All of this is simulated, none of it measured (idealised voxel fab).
Presented below is a process module, voxel self aligned vias.
Pictured: cross-section cut, 220 nm wide, on a grid of 5 nm square cells.
Cross-sections here: square-cell grids, written as top-down lists of bands, a band being one or more rows of cells. Read a band's entry like this: the first values are the height of its top and the height of its bottom in nm, and what follows is the sequence of materials from left to right, each with its width in nm. Note that "blank" is empty space, and that a single material marked "full width" reaches across the band from edge to edge. Heights are reckoned from 0. Under this level, the received wafer is all of one material. The bottommost band is open-ended downward, for example "z 0 and below". The expression "30 to 40" gives the width at the extremes of the band, the first number at its top row of cells and the second at its bottom row, with the width changing by equal amounts from each row to the next in between. Where the words "nothing got changed" appear for a step, the cross-section shows no cell changed by that step; every cell remained as before. Any empty space of 8 cells or more lacking an open way to the top shows up in "Enclosed empty spaces" as width x height at distance, distance from the left edge, in nm. On each step's line, the part that comes after the settings is the simulator's own comment on the step. "overlay nm" denotes, for a step that has a mask, the displacement of the mask to the right of its planned place, with negative values corresponding to the left.

# Intended process steps
1,RECEIVE, material Si
2,CONFORMAL_DEP, material SiO2, thk nm 15
3,CONFORMAL_DEP, material SiCN, thk nm 5
4,DIRECTIONAL_DEP, material lowk, thk nm 30
5,MASKED_ETCH, tone open, mask id LINES, width nm 25, pitch nm 50, etch materials lowk, depth nm 30, overlay nm 0
6,CONFORMAL_DEP, material TiN, thk nm 5
7,FILL_DEP, material W, thk nm 5
8,CMP, height nm 50
9,SELECTIVE_ETCH, etch materials W Ru TiN, depth nm 5
10,FILL_DEP, material SiN, thk nm 10
11,CMP, height nm 50
12,DIRECTIONAL_DEP, material lowk, thk nm 20
13,PATTERN, tone open, mask id VIAS, material resist, width nm 35, pitch nm 50, thk nm 15, overlay nm 0
14,DIRECTIONAL_ETCH, etch materials lowk, depth nm 20
15,DIRECTIONAL_ETCH, etch materials SiN, depth nm 5
16,STRIP, etch materials resist
17,CONFORMAL_DEP, material TiN, thk nm 5
18,FILL_DEP, material Cu, thk nm 5
19,CMP, height nm 70
20,CONFORMAL_DEP, material SiN, thk nm 5

# On the first of the two wafers: run conducted according to plan

# Wafer at receipt (post step 1), cross-section
  z 0 and below | Si full width
  Enclosed empty spaces: none

# Upon completion of step 2, the wafer appears in cross-section as shown
  z 15 to 0 | SiO2 full width
  Rest of section, below 0: as before.

# Upon completion of step 3, the wafer appears in cross-section as shown
  z 20 to 15 | SiCN full width
  Rest of section, below 15: as before.

# Upon completion of step 4, the wafer appears in cross-section as shown
  z 50 to 20 | lowk full width
  Rest of section, below 20: as before.

# Upon completion of step 5, the wafer appears in cross-section as shown
  z 50 to 20 | 45 lowk, then 25 blank, then 25 lowk, then 25 blank, then 25 lowk, then 25 blank, then 50 lowk
  Rest of section, below 20: as before.

# Upon completion of step 6, the wafer appears in cross-section as shown
  z 55 to 50 | 50 TiN, then 15 blank, then 35 TiN, then 15 blank, then 35 TiN, then 15 blank, then 55 TiN
  z 50 to 25 | 45 lowk, then 5 TiN, then 15 blank, then 5 TiN, then 25 lowk, then 5 TiN, then 15 blank, then 5 TiN, then 25 lowk, then 5 TiN, then 15 blank, then 5 TiN, then 50 lowk
  z 25 to 20 | 45 lowk, then 25 TiN, then 25 lowk, then 25 TiN, then 25 lowk, then 25 TiN, then 50 lowk
  Rest of section, below 20: as before.

# Upon completion of step 7, the wafer appears in cross-section as shown
  z 60 to 55 | W full width
  z 55 to 50 | 50 TiN, then 15 W, then 35 TiN, then 15 W, then 35 TiN, then 15 W, then 55 TiN
  z 50 to 25 | 45 lowk, then 5 TiN, then 15 W, then 5 TiN, then 25 lowk, then 5 TiN, then 15 W, then 5 TiN, then 25 lowk, then 5 TiN, then 15 W, then 5 TiN, then 50 lowk
  Rest of section, below 25: as before.

# Upon completion of step 8, the wafer appears in cross-section as shown
  z 50 to 25 | 45 lowk, then 5 TiN, then 15 W, then 5 TiN, then 25 lowk, then 5 TiN, then 15 W, then 5 TiN, then 25 lowk, then 5 TiN, then 15 W, then 5 TiN, then 50 lowk
  Rest of section, below 25: as before.

# Upon completion of step 9, the wafer appears in cross-section as shown
  z 50 to 45 | 45 lowk, then 25 blank, then 25 lowk, then 25 blank, then 25 lowk, then 25 blank, then 50 lowk
  Rest of section, below 45: as before.

# Upon completion of step 10, the wafer appears in cross-section as shown
  z 60 to 50 | SiN full width
  z 50 to 45 | 45 lowk, then 25 SiN, then 25 lowk, then 25 SiN, then 25 lowk, then 25 SiN, then 50 lowk
  Rest of section, below 45: as before.

# Upon completion of step 11, the wafer appears in cross-section as shown
  z 50 to 45 | 45 lowk, then 25 SiN, then 25 lowk, then 25 SiN, then 25 lowk, then 25 SiN, then 50 lowk
  Rest of section, below 45: as before.

# Upon completion of step 12, the wafer appears in cross-section as shown
  z 70 to 50 | lowk full width
  Rest of section, below 50: as before.

# Upon completion of step 13, the wafer appears in cross-section as shown
  z 85 to 70 | 40 resist, then 35 blank, then 15 resist, then 35 blank, then 15 resist, then 35 blank, then 45 resist
  Rest of section, below 70: as before.

# Upon completion of step 14, the wafer appears in cross-section as shown
  z 85 to 70 | 40 resist, then 35 blank, then 15 resist, then 35 blank, then 15 resist, then 35 blank, then 45 resist
  z 70 to 50 | 40 lowk, then 35 blank, then 15 lowk, then 35 blank, then 15 lowk, then 35 blank, then 45 lowk
  Rest of section, below 50: as before.

# Upon completion of step 15, the wafer appears in cross-section as shown
  z 85 to 70 | 40 resist, then 35 blank, then 15 resist, then 35 blank, then 15 resist, then 35 blank, then 45 resist
  z 70 to 50 | 40 lowk, then 35 blank, then 15 lowk, then 35 blank, then 15 lowk, then 35 blank, then 45 lowk
  z 50 to 45 | 45 lowk, then 25 blank, then 25 lowk, then 25 blank, then 25 lowk, then 25 blank, then 50 lowk
  Rest of section, below 45: as before.

# Upon completion of step 16, the wafer appears in cross-section as shown
  z 70 to 50 | 40 lowk, then 35 blank, then 15 lowk, then 35 blank, then 15 lowk, then 35 blank, then 45 lowk
  Rest of section, below 50: as before.

# Upon completion of step 17, the wafer appears in cross-section as shown
  z 75 to 70 | 45 TiN, then 25 blank, then 25 TiN, then 25 blank, then 25 TiN, then 25 blank, then 50 TiN
  z 70 to 55 | 40 lowk, then 5 TiN, then 25 blank, then 5 TiN, then 15 lowk, then 5 TiN, then 25 blank, then 5 TiN, then 15 lowk, then 5 TiN, then 25 blank, then 5 TiN, then 45 lowk
  z 55 to 50 | 40 lowk, then 10 TiN, then 15 blank, then 10 TiN, then 15 lowk, then 10 TiN, then 15 blank, then 10 TiN, then 15 lowk, then 10 TiN, then 15 blank, then 10 TiN, then 45 lowk
  z 50 to 45 | 45 lowk, then 25 TiN, then 25 lowk, then 25 TiN, then 25 lowk, then 25 TiN, then 50 lowk
  Rest of section, below 45: as before.

# Upon completion of step 18, the wafer appears in cross-section as shown
  z 80 to 75 | Cu full width
  z 75 to 70 | 45 TiN, then 25 Cu, then 25 TiN, then 25 Cu, then 25 TiN, then 25 Cu, then 50 TiN
  z 70 to 55 | 40 lowk, then 5 TiN, then 25 Cu, then 5 TiN, then 15 lowk, then 5 TiN, then 25 Cu, then 5 TiN, then 15 lowk, then 5 TiN, then 25 Cu, then 5 TiN, then 45 lowk
  z 55 to 50 | 40 lowk, then 10 TiN, then 15 Cu, then 10 TiN, then 15 lowk, then 10 TiN, then 15 Cu, then 10 TiN, then 15 lowk, then 10 TiN, then 15 Cu, then 10 TiN, then 45 lowk
  Rest of section, below 50: as before.

# Upon completion of step 19, the wafer appears in cross-section as shown
  z 70 to 55 | 40 lowk, then 5 TiN, then 25 Cu, then 5 TiN, then 15 lowk, then 5 TiN, then 25 Cu, then 5 TiN, then 15 lowk, then 5 TiN, then 25 Cu, then 5 TiN, then 45 lowk
  Rest of section, below 55: as before.

# Upon completion of step 20, the wafer appears in cross-section as shown
  z 75 to 70 | SiN full width
  Rest of section, below 70: as before.

# The second wafer: identical to the first at the outset and in its planned sequence, differing only in that one mistake was made during processing; up to and including step 12, its path is the first wafer's path

# Cross-section, second wafer, at the end time the plan gives for step 13
  z 85 to 70 | 45 resist, then 30 blank, then 20 resist, then 30 blank, then 20 resist, then 30 blank, then 45 resist
  Rest of section, below 70: as before.

# Cross-section, second wafer, at the end time the plan gives for step 14
  z 85 to 70 | 45 resist, then 30 blank, then 20 resist, then 30 blank, then 20 resist, then 30 blank, then 45 resist
  z 70 to 50 | 45 lowk, then 30 blank, then 20 lowk, then 30 blank, then 20 lowk, then 30 blank, then 45 lowk
  Rest of section, below 50: as before.

# Cross-section, second wafer, at the end time the plan gives for step 15
  z 85 to 70 | 45 resist, then 30 blank, then 20 resist, then 30 blank, then 20 resist, then 30 blank, then 45 resist
  z 70 to 50 | 45 lowk, then 30 blank, then 20 lowk, then 30 blank, then 20 lowk, then 30 blank, then 45 lowk
  z 50 to 45 | 45 lowk, then 25 blank, then 25 lowk, then 25 blank, then 25 lowk, then 25 blank, then 50 lowk
  Rest of section, below 45: as before.

# Cross-section, second wafer, at the end time the plan gives for step 16
  z 70 to 50 | 45 lowk, then 30 blank, then 20 lowk, then 30 blank, then 20 lowk, then 30 blank, then 45 lowk
  Rest of section, below 50: as before.

# Cross-section, second wafer, at the end time the plan gives for step 17
  z 75 to 70 | 50 TiN, then 20 blank, then 30 TiN, then 20 blank, then 30 TiN, then 20 blank, then 50 TiN
  z 70 to 55 | 45 lowk, then 5 TiN, then 20 blank, then 5 TiN, then 20 lowk, then 5 TiN, then 20 blank, then 5 TiN, then 20 lowk, then 5 TiN, then 20 blank, then 5 TiN, then 45 lowk
  z 55 to 50 | 45 lowk, then 5 TiN, then 15 blank, then 10 TiN, then 20 lowk, then 5 TiN, then 15 blank, then 10 TiN, then 20 lowk, then 5 TiN, then 15 blank, then 10 TiN, then 45 lowk
  z 50 to 45 | 45 lowk, then 25 TiN, then 25 lowk, then 25 TiN, then 25 lowk, then 25 TiN, then 50 lowk
  Rest of section, below 45: as before.

# Cross-section, second wafer, at the end time the plan gives for step 18
  z 80 to 75 | Cu full width
  z 75 to 70 | 50 TiN, then 20 Cu, then 30 TiN, then 20 Cu, then 30 TiN, then 20 Cu, then 50 TiN
  z 70 to 55 | 45 lowk, then 5 TiN, then 20 Cu, then 5 TiN, then 20 lowk, then 5 TiN, then 20 Cu, then 5 TiN, then 20 lowk, then 5 TiN, then 20 Cu, then 5 TiN, then 45 lowk
  z 55 to 50 | 45 lowk, then 5 TiN, then 15 Cu, then 10 TiN, then 20 lowk, then 5 TiN, then 15 Cu, then 10 TiN, then 20 lowk, then 5 TiN, then 15 Cu, then 10 TiN, then 45 lowk
  Rest of section, below 50: as before.

# Cross-section, second wafer, at the end time the plan gives for step 19
  z 70 to 55 | 45 lowk, then 5 TiN, then 20 Cu, then 5 TiN, then 20 lowk, then 5 TiN, then 20 Cu, then 5 TiN, then 20 lowk, then 5 TiN, then 20 Cu, then 5 TiN, then 45 lowk
  Rest of section, below 55: as before.

# Cross-section, second wafer, at the end time the plan gives for step 20
  z 75 to 70 | SiN full width
  Rest of section, below 70: as before.
So what did we get wrong on this run? in deviation from the planned setting, step 13 was conducted as PATTERN, tone open, mask id VIAS, material resist, width nm 30, pitch nm 50, thk nm 15, overlay nm 0
At the finish, the second wafer shows more or fewer cells for some materials than the first does: Cu -9 | TiN -3 | lowk +12
